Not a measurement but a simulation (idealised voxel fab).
Herein follows the process module entitled voxel wiring stack.
For reference, the cross-section in this document is cut, with width 280 nm and square cells of 5 nm.
If you're reading a cross-section in this doc, picture square cells in a grid; it comes to you as bands, top ones listed first down to the bottom, and a band can be one or more rows of cells. The band entry comprises the height of the band's top followed by the height of its bottom, expressed in nm, and subsequently the band's materials from left to right, each stated together with its width in nm. Where a single material is marked with the word "all across", that material fills the band from edge to edge. The word "blank" represents empty space. The reference from which all heights are counted is 0, the level beneath which the as-received wafer is entirely one material; the lowest band, having no lower bound, proceeds downward and is written after the example "0 -> down". Width "30->40": first value at the band's top row of cells, second value at its bottom row, equal change from row to row. Step note "nothing was modified" = no cross-section cell changed. What "Trapped void list" gives you is every empty space of 8 cells or more that is cut off from the top. Each appears as width x height at distance, with the distance taken from the left edge and width, height and distance all in nm. Read whatever lies past the settings on a step's line as the simulator's own remark about the step. Each step line may optionally specify "overlay nm", which for a step with a mask gives the rightward distance between the mask's planned place and where it lay, a negative value indicating the leftward direction.
### Intended process steps
- 1: RECEIVE (material Si)
- 2: CONFORMAL_DEP (material SiO2; thk nm 15)
- 3: CONFORMAL_DEP (material SiN; thk nm 5)
- 4: DIRECTIONAL_DEP (material lowk; thk nm 20)
- 5: DIRECTIONAL_DEP (material aC; thk nm 10)
- 6: PATTERN (tone open; mask id METAL_1; material resist; width nm 25; pitch nm 45; thk nm 25; overlay nm 0)
- 7: DIRECTIONAL_ETCH (etch materials aC; depth nm 10)
- 8: STRIP (etch materials resist)
- 9: DIRECTIONAL_ETCH (etch materials lowk; depth nm 20)
- 10: DIRECTIONAL_ETCH (etch materials SiN; depth nm 5)
- 11: STRIP (etch materials aC)
- 12: CONFORMAL_DEP (material TiN; thk nm 5)
- 13: FILL_DEP (material Ru; thk nm 5)
- 14: CMP (height nm 40)
- 15: CONFORMAL_DEP (material SiCN; thk nm 5)
- 16: DIRECTIONAL_DEP (material lowk; thk nm 10)
- 17: MASKED_ETCH (tone open; mask id PLUG_1; width nm 15; pitch nm 45; etch materials lowk; depth nm 10; overlay nm 0)
- 18: MASKED_ETCH (tone open; mask id PLUG_1; width nm 15; pitch nm 45; etch materials SiCN; depth nm 5; overlay nm 0)
- 19: EPI (material Ru; thk nm 10)
- 20: EPI (material Ru; thk nm 5)
- 21: CONFORMAL_DEP (material SiN; thk nm 5)
- 22: DIRECTIONAL_DEP (material SiO2; thk nm 15)
- 23: PATTERN (tone open; mask id METAL_2; material resist; width nm 25; pitch nm 45; thk nm 20; overlay nm 0)
- 24: DIRECTIONAL_ETCH (etch materials SiO2; depth nm 15)
- 25: DIRECTIONAL_ETCH (etch materials SiN; depth nm 5)
- 26: STRIP (etch materials resist)
- 27: CONFORMAL_DEP (material TiN; thk nm 5)
- 28: FILL_DEP (material Cu; thk nm 5)
- 29: CMP (height nm 75)
- 30: CONFORMAL_DEP (material SiN; thk nm 5)
### Here's what the wafer looked like in cross-section when it arrived - that's after step 1
	0 -> down | Si all across
	Trapped void list: none
### Wafer at module end, in section. Began as above, planned as above, run with one mistake
	80 -> 75 | SiN all across
	75 -> 60 | SiO2 (80) / TiN (5) / Cu (15) / TiN (5) / SiO2 (20) / TiN (5) / Cu (15) / TiN (5) / SiO2 (20) / TiN (5) / Cu (15) / TiN (5) / SiO2 (85)
	60 -> 55 | SiN (80) / TiN (25) / SiN (20) / TiN (25) / SiN (20) / TiN (25) / SiN (85)
	55 -> 45 | lowk (80) / SiN (5) / TiN (5) / SiN (5) / lowk (30) / SiN (5) / TiN (5) / SiN (5) / lowk (30) / SiN (5) / TiN (5) / SiN (5) / lowk (95)
	45 -> 40 | lowk all across
	40 -> 20 | lowk (80) / TiN (5) / Ru (15) / TiN (5) / lowk (20) / TiN (5) / Ru (15) / TiN (5) / lowk (20) / TiN (5) / Ru (15) / TiN (5) / lowk (85)
	20 -> 15 | SiN (80) / TiN (25) / SiN (20) / TiN (25) / SiN (20) / TiN (25) / SiN (85)
	15 -> 0 | SiO2 all across
	0 -> down | Si all across
	Trapped void list: none
Want to know what went wrong? step 15 deviated from plan and actually ran as CONFORMAL_DEP (material lowk; thk nm 5)
